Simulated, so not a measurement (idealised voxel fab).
voxel fin reveal: a process module
Cross-section cut: width 260 nm, square cells of 5 nm.
A cross-section is written here as square cells arranged in a grid, and it is given in bands from the top down, each band taking up one or more rows of cells. Top height, bottom height, nm. Materials left to right, width each, nm. Single material + "full width" = fills band edge to edge. "air" = empty. Zero point of the height axis is 0; under it, received wafer = one material. Lowest band: continues down indefinitely, "0 and below". The width entry "30 to 40" should be interpreted row by row: the top row of cells in the band takes the first number, the bottom row takes the second number, and the change between adjacent rows is uniform throughout. Step note "nothing got changed" = no cross-section cell changed. "Trapped voids" contains a list of empty spaces, each no smaller than 8 cells and without an open way to the top, written in the form width x height at distance with the distance from the left edge and all three in nm. If you see something after the settings on a step's line, that's the simulator's own remark about that step. When a step includes a mask, the "overlay nm" setting on its line states how far to the right of its planned place that mask lay, and negative values state how far to the left.

These are the steps we planned for the process
| 1 | RECEIVE: material Si |
| 2 | CONFORMAL_DEP: material SiN, thk nm 10 |
| 3 | PATTERN: tone cover, mask id FINS, material resist, width nm 15, pitch nm 35, thk nm 20, overlay nm 0 |
| 4 | DIRECTIONAL_ETCH: etch materials SiN, depth nm 10 |
| 5 | DIRECTIONAL_ETCH: etch materials Si, depth nm 30 |
| 6 | STRIP: etch materials resist |
| 7 | OXIDIZE: depth nm 5 |
| 8 | FILL_DEP: material SiO2, thk nm 10 |
| 9 | CMP: height nm 10 |
| 10 | SELECTIVE_ETCH: etch materials SiO2, depth nm 25 |
| 11 | STRIP: etch materials SiN |

The first of a set of two wafers, run to plan

The cross-section here shows the wafer as received, i.e. in its state after step 1
  0 and below: Si full width
  Trapped voids: none

Once step 2 is through, the wafer looks like this in cross-section
  10 down to 0: SiN full width
  Beneath the level 0, the cross-section is identical to its previous state.

Once step 3 is through, the wafer looks like this in cross-section
  30 down to 10: air 70 nm; resist 15 nm; air 20 nm; resist 15 nm; air 20 nm; resist 15 nm; air 20 nm; resist 15 nm; air 70 nm
  Beneath the level 10, the cross-section is identical to its previous state.

Once step 4 is through, the wafer looks like this in cross-section
  30 down to 10: air 70 nm; resist 15 nm; air 20 nm; resist 15 nm; air 20 nm; resist 15 nm; air 20 nm; resist 15 nm; air 70 nm
  10 down to 0: air 70 nm; SiN 15 nm; air 20 nm; SiN 15 nm; air 20 nm; SiN 15 nm; air 20 nm; SiN 15 nm; air 70 nm
  Beneath the level 0, the cross-section is identical to its previous state.

Once step 5 is through, the wafer looks like this in cross-section
  30 down to 10: air 70 nm; resist 15 nm; air 20 nm; resist 15 nm; air 20 nm; resist 15 nm; air 20 nm; resist 15 nm; air 70 nm
  10 down to 0: air 70 nm; SiN 15 nm; air 20 nm; SiN 15 nm; air 20 nm; SiN 15 nm; air 20 nm; SiN 15 nm; air 70 nm
  0 down to -30: air 70 nm; Si 15 nm; air 20 nm; Si 15 nm; air 20 nm; Si 15 nm; air 20 nm; Si 15 nm; air 70 nm
  Beneath the level -30, the cross-section is identical to its previous state.

Once step 6 is through, the wafer looks like this in cross-section
  10 down to 0: air 70 nm; SiN 15 nm; air 20 nm; SiN 15 nm; air 20 nm; SiN 15 nm; air 20 nm; SiN 15 nm; air 70 nm
  Beneath the level 0, the cross-section is identical to its previous state.

Once step 7 is through, the wafer looks like this in cross-section
  10 down to 0: air 70 nm; SiN 15 nm; air 20 nm; SiN 15 nm; air 20 nm; SiN 15 nm; air 20 nm; SiN 15 nm; air 70 nm
  0 down to -30: air 70 nm; SiO2 5 nm; Si 5 nm; SiO2 5 nm; air 20 nm; SiO2 5 nm; Si 5 nm; SiO2 5 nm; air 20 nm; SiO2 5 nm; Si 5 nm; SiO2 5 nm; air 20 nm; SiO2 5 nm; Si 5 nm; SiO2 5 nm; air 70 nm
  -30 down to -35: SiO2 75 nm; Si 5 nm; SiO2 30 nm; Si 5 nm; SiO2 30 nm; Si 5 nm; SiO2 30 nm; Si 5 nm; SiO2 75 nm
  Beneath the level -35, the cross-section is identical to its previous state.

Once step 8 is through, the wafer looks like this in cross-section
  20 down to 10: SiO2 full width
  10 down to 0: SiO2 70 nm; SiN 15 nm; SiO2 20 nm; SiN 15 nm; SiO2 20 nm; SiN 15 nm; SiO2 20 nm; SiN 15 nm; SiO2 70 nm
  0 down to -35: SiO2 75 nm; Si 5 nm; SiO2 30 nm; Si 5 nm; SiO2 30 nm; Si 5 nm; SiO2 30 nm; Si 5 nm; SiO2 75 nm
  Beneath the level -35, the cross-section is identical to its previous state.

Once step 9 is through, the wafer looks like this in cross-section
  10 down to 0: SiO2 70 nm; SiN 15 nm; SiO2 20 nm; SiN 15 nm; SiO2 20 nm; SiN 15 nm; SiO2 20 nm; SiN 15 nm; SiO2 70 nm
  Beneath the level 0, the cross-section is identical to its previous state.

Once step 10 is through, the wafer looks like this in cross-section
  10 down to 0: air 70 nm; SiN 15 nm; air 20 nm; SiN 15 nm; air 20 nm; SiN 15 nm; air 20 nm; SiN 15 nm; air 70 nm
  0 down to -15: air 75 nm; Si 5 nm; air 30 nm; Si 5 nm; air 30 nm; Si 5 nm; air 30 nm; Si 5 nm; air 75 nm
  Beneath the level -15, the cross-section is identical to its previous state.

Once step 11 is through, the wafer looks like this in cross-section
  0 down to -15: air 75 nm; Si 5 nm; air 30 nm; Si 5 nm; air 30 nm; Si 5 nm; air 30 nm; Si 5 nm; air 75 nm
  Beneath the level -15, the cross-section is identical to its previous state.

The second wafer was prepared from the same starting point and under the same plan as the first; its processing contained one mistake, and it remains indistinguishable from the first wafer up to and including step 7

The second wafer cut through, at the time step 8 was supposed to be finished
  20 down to 0: SiN full width
  0 down to -30: SiN 70 nm; SiO2 5 nm; Si 5 nm; SiO2 5 nm; SiN 20 nm; SiO2 5 nm; Si 5 nm; SiO2 5 nm; SiN 20 nm; SiO2 5 nm; Si 5 nm; SiO2 5 nm; SiN 20 nm; SiO2 5 nm; Si 5 nm; SiO2 5 nm; SiN 70 nm
  Beneath the level -30, the cross-section is identical to its previous state.

The second wafer cut through, at the time step 9 was supposed to be finished
  10 down to 0: SiN full width
  Beneath the level 0, the cross-section is identical to its previous state.

The second wafer cut through, at the time step 10 was supposed to be finished: nothing got changed

The second wafer cut through, at the time step 11 was supposed to be finished
  0 down to -30: air 70 nm; SiO2 5 nm; Si 5 nm; SiO2 5 nm; air 20 nm; SiO2 5 nm; Si 5 nm; SiO2 5 nm; air 20 nm; SiO2 5 nm; Si 5 nm; SiO2 5 nm; air 20 nm; SiO2 5 nm; Si 5 nm; SiO2 5 nm; air 70 nm
  Beneath the level -30, the cross-section is identical to its previous state.
Which mistake was made when the wafer was run? step 8 changed vs plan, executed as FILL_DEP: material SiN, thk nm 10
Cell-count delta at end, second wafer over first, by material: SiO2 -96
